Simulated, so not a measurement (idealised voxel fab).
process module | voxel capacitor over wiring
cross-section cut | 205 nm wide | cells 5 nm
A cross-section is a grid of square cells, given in bands from the top down. A band is one or more rows of cells.
Each band's line starts with the height of the band's top and of its bottom, in nm. Then come its materials from left to right, each with its width in nm. One material with "throughout" fills the band from edge to edge. "air" is empty space.
Height 0 is the level under which the wafer as received is all one material. The lowest band goes on downwards, as in "0 down".
A width such as "30 to 40" changes by the same amount from each row of cells to the next, from the band's top row to its bottom row.
"no change" after a step means that no cell of the cross-section changed.
closed voids: empty space of 8 cells or more with no open way to the top, each as width x height at its distance from the left edge, in nm
after a step's settings: what the simulator itself notes on the step
overlay nm, on a step with a mask: how far to the right of its planned place the mask lay; to the left if negative
plan
1 op RECEIVE | material Si
2 op CONFORMAL_DEP | material SiO2 | thk nm 10
3 op DIRECTIONAL_DEP | material TiN | thk nm 5
4 op DIRECTIONAL_DEP | material W | thk nm 15
5 op MASKED_ETCH | tone cover | mask id METAL_1 | width nm 25 | pitch nm 90 | etch materials W | depth nm 15 | overlay nm 0
6 op MASKED_ETCH | tone cover | mask id METAL_1 | width nm 25 | pitch nm 90 | etch materials TiN | depth nm 5 | overlay nm 0
7 op FILL_DEP | material lowk | thk nm 10
8 op CMP | height nm 25
9 op CONFORMAL_DEP | material SiCN | thk nm 5
10 op DIRECTIONAL_DEP | material SiO2 | thk nm 10
11 op DIRECTIONAL_DEP | material aC | thk nm 15
12 op PATTERN | tone open | mask id PLUG_1 | material resist | width nm 15 | thk nm 30 | overlay nm 0
13 op DIRECTIONAL_ETCH | etch materials aC | depth nm 15
14 op STRIP | etch materials resist
15 op DIRECTIONAL_ETCH | etch materials SiO2 | depth nm 10
16 op DIRECTIONAL_ETCH | etch materials SiCN | depth nm 5
17 op STRIP | etch materials aC
18 op EPI | material Ru | thk nm 10
19 op EPI | material Ru | thk nm 5
20 op DIRECTIONAL_DEP | material TiN | thk nm 10
21 op DIRECTIONAL_DEP | material SiN | thk nm 5
22 op DIRECTIONAL_DEP | material TiN | thk nm 5
23 op PATTERN | tone cover | mask id UPPER_PLATE | material resist | width nm 70 | thk nm 15 | overlay nm 0
24 op DIRECTIONAL_ETCH | etch materials TiN | depth nm 5
25 op DIRECTIONAL_ETCH | etch materials SiN | depth nm 5
26 op STRIP | etch materials resist
27 op PATTERN | tone cover | mask id LOWER_PLATE | material resist | width nm 80 | thk nm 15 | overlay nm 0
28 op DIRECTIONAL_ETCH | etch materials TiN | depth nm 10
29 op STRIP | etch materials resist
30 op FILL_DEP | material SiO2 | thk nm 15
31 op CMP | height nm 75
32 op MASKED_ETCH | tone open | mask id PLUG_2 | width nm 15 | etch materials SiO2 | depth nm 10 | overlay nm 0
33 op CONFORMAL_DEP | material TiN | thk nm 5
34 op FILL_DEP | material Cu | thk nm 5
35 op CMP | height nm 75
36 op CONFORMAL_DEP | material SiN | thk nm 5
varied across the wafers: height nm of step 8. The plan shows the first wafer's value. All wafers start alike
first wafer as received, after step 1
  0 down: Si throughout
  closed voids: none
each wafer at the end: cells of each material gained (+) or lost (-) since it was received, then its closed voids
height nm 25 | +1 Cu | +9 Ru | +38 SiCN | +55 SiN | +379 SiO2 | +61 TiN | +20 W | +93 lowk | closed voids: none
height nm 30 | +1 Cu | +9 Ru | +38 SiCN | +55 SiN | +338 SiO2 | +61 TiN | +30 W | +124 lowk | closed voids: none
height nm 35 | +38 SiCN | +55 SiN | +308 SiO2 | +60 TiN | +30 W | +165 lowk | closed voids: none
height nm 40 | +38 SiCN | +55 SiN | +269 SiO2 | +58 TiN | +30 W | +206 lowk | closed voids: none
